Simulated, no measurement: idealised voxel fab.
process module | voxel released beams
cross-section cut | 140 nm wide | cells 5 nm
A cross-section is a grid of square cells, given in bands from the top down. A band is one or more rows of cells.
Each band's line starts with the height of the band's top and of its bottom, in nm. Then come its materials from left to right, each with its width in nm. One material with "throughout" fills the band from edge to edge. "air" is empty space.
Height 0 is the level under which the wafer as received is all one material. The lowest band goes on downwards, as in "0 down".
A width such as "30 to 40" changes by the same amount from each row of cells to the next, from the band's top row to its bottom row.
"no change" after a step means that no cell of the cross-section changed.
closed voids: empty space of 8 cells or more with no open way to the top, each as width x height at its distance from the left edge, in nm
after a step's settings: what the simulator itself notes on the step
overlay nm, on a step with a mask: how far to the right of its planned place the mask lay; to the left if negative
plan
1 op RECEIVE | material Si
2 op CONFORMAL_DEP | material SiN | thk nm 10
3 op DIRECTIONAL_DEP | material SiO2 | thk nm 10
4 op MASKED_ETCH | tone open | mask id ANCHOR | width nm 35 | etch materials SiO2 | depth nm 10 | overlay nm 0
5 op CONFORMAL_DEP | material polySi | thk nm 15
6 op DIRECTIONAL_DEP | material aC | thk nm 15
7 op PATTERN | tone cover | mask id BEAM | material resist | width nm 80 | thk nm 35 | overlay nm 0
8 op DIRECTIONAL_ETCH | etch materials aC | depth nm 15
9 op STRIP | etch materials resist
10 op DIRECTIONAL_ETCH | etch materials polySi | depth nm 15
11 op STRIP | etch materials aC
12 op STRIP | etch materials SiO2
as received, after step 1
  0 down: Si throughout
  closed voids: none
first wafer at the end, as planned
  35 to 25: air 25 | polySi 20 | air 5 | polySi 55 | air 35
  25 to 20: air 25 | polySi 80 | air 35
  20 to 10: air 30 | polySi 35 | air 75
  10 to 0: SiN throughout
  0 down: Si throughout
  closed voids: none
second wafer at the end: like start, like plan, one mistake
  25 to 15: air 25 | polySi 20 | air 5 | polySi 55 | air 35
  15 to 10: air 25 | polySi 80 | air 35
  10 to 0: air 30 | polySi 35 | air 75
  0 down: Si throughout
  closed voids: none
what went wrong: step 2 was left out
at the end the second wafer has, in cells: 56 fewer of SiN
